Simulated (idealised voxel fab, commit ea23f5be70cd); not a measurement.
The following process module bears the name voxel air gaps.
Each square cell in cross-section cut measures 5 nm, and the section as a whole is 245 nm wide.
Each cross-section below is a grid of square cells, stated as bands in top-down order, with one or more rows of cells making up each band.
Heads up on the band format: heights come first, top then bottom, in nm. After that it's the materials left to right, each with its width in nm. A single material flagged "all across" fills the whole band edge to edge, and "blank" means there's empty space there.
Height reference: 0 = level under which incoming wafer is all one material. Lowest band: no bottom, runs on downward, e.g. "0..down".
So if you see something like "30..40" for the width, read it as the top row of the band sitting at the first number and the bottom row at the second, with every row in between moving by the same amount as the last.
"remained the same" (step): cross-section cells unchanged, all of them.
Listed in "Entrapped void list": every empty space of 8 or more cells without an open way to the top. Form: width x height at distance, the distance being from the left edge, all in nm.
Post-settings text on a step line: simulator's own remark regarding the step.
"overlay nm" on a masked step: distance the mask lay right of its planned place, negative for left.

**Process steps foreseen in the plan**
- 1: RECEIVE [material Si]
- 2: CONFORMAL_DEP [material SiO2] [thk nm 10]
- 3: CONFORMAL_DEP [material SiCN] [thk nm 5]
- 4: DIRECTIONAL_DEP [material SiO2] [thk nm 40]
- 5: MASKED_ETCH [tone open] [mask id LINES] [width nm 25] [pitch nm 50] [etch materials SiO2] [depth nm 40] [overlay nm 0]
- 6: CONFORMAL_DEP [material TiN] [thk nm 5]
- 7: FILL_DEP [material W] [thk nm 5]
- 8: CMP [height nm 55]
- 9: EPI [material Ru] [thk nm 10]
- 10: SELECTIVE_ETCH [etch materials SiO2] [depth nm 50]
- 11: CONFORMAL_DEP [material SiCN] [thk nm 5]

**On the first of the two wafers: run conducted according to plan**

**Cross-section of the wafer as it came to us, i.e., already through step 1**
* 0..down | Si all across
* Entrapped void list: none

**Wafer after step 2 (cross-section)**
* 10..0 | SiO2 all across
* Everything below 0 is unchanged.

**Wafer after step 3 (cross-section)**
* 15..10 | SiCN all across
* Everything below 10 is unchanged.

**Wafer after step 4 (cross-section)**
* 55..15 | SiO2 all across
* Everything below 15 is unchanged.

**Wafer after step 5 (cross-section)**
* 55..15 | SiO2: 60 | blank: 25 | SiO2: 25 | blank: 25 | SiO2: 25 | blank: 25 | SiO2: 60
* Everything below 15 is unchanged.

**Wafer after step 6 (cross-section)**
* 60..55 | TiN: 65 | blank: 15 | TiN: 35 | blank: 15 | TiN: 35 | blank: 15 | TiN: 65
* 55..20 | SiO2: 60 | TiN: 5 | blank: 15 | TiN: 5 | SiO2: 25 | TiN: 5 | blank: 15 | TiN: 5 | SiO2: 25 | TiN: 5 | blank: 15 | TiN: 5 | SiO2: 60
* 20..15 | SiO2: 60 | TiN: 25 | SiO2: 25 | TiN: 25 | SiO2: 25 | TiN: 25 | SiO2: 60
* Everything below 15 is unchanged.

**Wafer after step 7 (cross-section)**
* 65..60 | W all across
* 60..55 | TiN: 65 | W: 15 | TiN: 35 | W: 15 | TiN: 35 | W: 15 | TiN: 65
* 55..20 | SiO2: 60 | TiN: 5 | W: 15 | TiN: 5 | SiO2: 25 | TiN: 5 | W: 15 | TiN: 5 | SiO2: 25 | TiN: 5 | W: 15 | TiN: 5 | SiO2: 60
* Everything below 20 is unchanged.

**Wafer after step 8 (cross-section)**
* 55..20 | SiO2: 60 | TiN: 5 | W: 15 | TiN: 5 | SiO2: 25 | TiN: 5 | W: 15 | TiN: 5 | SiO2: 25 | TiN: 5 | W: 15 | TiN: 5 | SiO2: 60
* Everything below 20 is unchanged.

**Wafer after step 9 (cross-section)**
* 65..55 | blank: 50 | Ru: 45 | blank: 5 | Ru: 45 | blank: 5 | Ru: 45 | blank: 50
* Everything below 55 is unchanged.

**Wafer after step 10 (cross-section)**
* 65..55 | blank: 50 | Ru: 45 | blank: 5 | Ru: 45 | blank: 5 | Ru: 45 | blank: 50
* 55..20 | blank: 60 | TiN: 5 | W: 15 | TiN: 5 | blank: 25 | TiN: 5 | W: 15 | TiN: 5 | blank: 25 | TiN: 5 | W: 15 | TiN: 5 | blank: 60
* 20..15 | blank: 60 | TiN: 25 | blank: 25 | TiN: 25 | blank: 25 | TiN: 25 | blank: 60
* Everything below 15 is unchanged.

**Wafer after step 11 (cross-section)**
* 70..65 | blank: 45 | SiCN: 155 | blank: 45
* 65..55 | blank: 45 | SiCN: 5 | Ru: 45 | SiCN: 5 | Ru: 45 | SiCN: 5 | Ru: 45 | SiCN: 5 | blank: 45
* 55..50 | blank: 45 | SiCN: 15 | TiN: 5 | W: 15 | TiN: 5 | SiCN: 25 | TiN: 5 | W: 15 | TiN: 5 | SiCN: 25 | TiN: 5 | W: 15 | TiN: 5 | SiCN: 15 | blank: 45
* 50..20 | blank: 55 | SiCN: 5 | TiN: 5 | W: 15 | TiN: 5 | SiCN: 5 | blank: 15 | SiCN: 5 | TiN: 5 | W: 15 | TiN: 5 | SiCN: 5 | blank: 15 | SiCN: 5 | TiN: 5 | W: 15 | TiN: 5 | SiCN: 5 | blank: 55
* 20..15 | SiCN: 60 | TiN: 25 | SiCN: 25 | TiN: 25 | SiCN: 25 | TiN: 25 | SiCN: 60
* Everything below 15 is unchanged.
* Entrapped void list: 15 x 30 at 90; 15 x 30 at 140

**Second of two: same start, same plan, one run error; steps up to and including 4 match the first**

**Cross-section, second wafer, at the end time the plan gives for step 5**
* 55..15 | SiO2: 65 | blank: 25 | SiO2: 25 | blank: 25 | SiO2: 25 | blank: 25 | SiO2: 55
* Everything below 15 is unchanged.

**Cross-section, second wafer, at the end time the plan gives for step 6**
* 60..55 | TiN: 70 | blank: 15 | TiN: 35 | blank: 15 | TiN: 35 | blank: 15 | TiN: 60
* 55..20 | SiO2: 65 | TiN: 5 | blank: 15 | TiN: 5 | SiO2: 25 | TiN: 5 | blank: 15 | TiN: 5 | SiO2: 25 | TiN: 5 | blank: 15 | TiN: 5 | SiO2: 55
* 20..15 | SiO2: 65 | TiN: 25 | SiO2: 25 | TiN: 25 | SiO2: 25 | TiN: 25 | SiO2: 55
* Everything below 15 is unchanged.

**Cross-section, second wafer, at the end time the plan gives for step 7**
* 65..60 | W all across
* 60..55 | TiN: 70 | W: 15 | TiN: 35 | W: 15 | TiN: 35 | W: 15 | TiN: 60
* 55..20 | SiO2: 65 | TiN: 5 | W: 15 | TiN: 5 | SiO2: 25 | TiN: 5 | W: 15 | TiN: 5 | SiO2: 25 | TiN: 5 | W: 15 | TiN: 5 | SiO2: 55
* Everything below 20 is unchanged.

**Cross-section, second wafer, at the end time the plan gives for step 8**
* 55..20 | SiO2: 65 | TiN: 5 | W: 15 | TiN: 5 | SiO2: 25 | TiN: 5 | W: 15 | TiN: 5 | SiO2: 25 | TiN: 5 | W: 15 | TiN: 5 | SiO2: 55
* Everything below 20 is unchanged.

**Cross-section, second wafer, at the end time the plan gives for step 9**
* 65..55 | blank: 55 | Ru: 45 | blank: 5 | Ru: 45 | blank: 5 | Ru: 45 | blank: 45
* Everything below 55 is unchanged.

**Cross-section, second wafer, at the end time the plan gives for step 10**
* 65..55 | blank: 55 | Ru: 45 | blank: 5 | Ru: 45 | blank: 5 | Ru: 45 | blank: 45
* 55..20 | blank: 65 | TiN: 5 | W: 15 | TiN: 5 | blank: 25 | TiN: 5 | W: 15 | TiN: 5 | blank: 25 | TiN: 5 | W: 15 | TiN: 5 | blank: 55
* 20..15 | blank: 65 | TiN: 25 | blank: 25 | TiN: 25 | blank: 25 | TiN: 25 | blank: 55
* Everything below 15 is unchanged.

**Cross-section, second wafer, at the end time the plan gives for step 11**
* 70..65 | blank: 50 | SiCN: 155 | blank: 40
* 65..55 | blank: 50 | SiCN: 5 | Ru: 45 | SiCN: 5 | Ru: 45 | SiCN: 5 | Ru: 45 | SiCN: 5 | blank: 40
* 55..50 | blank: 50 | SiCN: 15 | TiN: 5 | W: 15 | TiN: 5 | SiCN: 25 | TiN: 5 | W: 15 | TiN: 5 | SiCN: 25 | TiN: 5 | W: 15 | TiN: 5 | SiCN: 15 | blank: 40
* 50..20 | blank: 60 | SiCN: 5 | TiN: 5 | W: 15 | TiN: 5 | SiCN: 5 | blank: 15 | SiCN: 5 | TiN: 5 | W: 15 | TiN: 5 | SiCN: 5 | blank: 15 | SiCN: 5 | TiN: 5 | W: 15 | TiN: 5 | SiCN: 5 | blank: 50
* 20..15 | SiCN: 65 | TiN: 25 | SiCN: 25 | TiN: 25 | SiCN: 25 | TiN: 25 | SiCN: 55
* Everything below 15 is unchanged.
* Entrapped void list: 15 x 30 at 95; 15 x 30 at 145
So what did we get wrong on this run? step 5 changed vs plan, executed as MASKED_ETCH [tone open] [mask id LINES] [width nm 25] [pitch nm 50] [etch materials SiO2] [depth nm 40] [overlay nm 5]
At the end, each material covers as many cells on the second wafer as it does on the first, though the cells it covers are elsewhere.
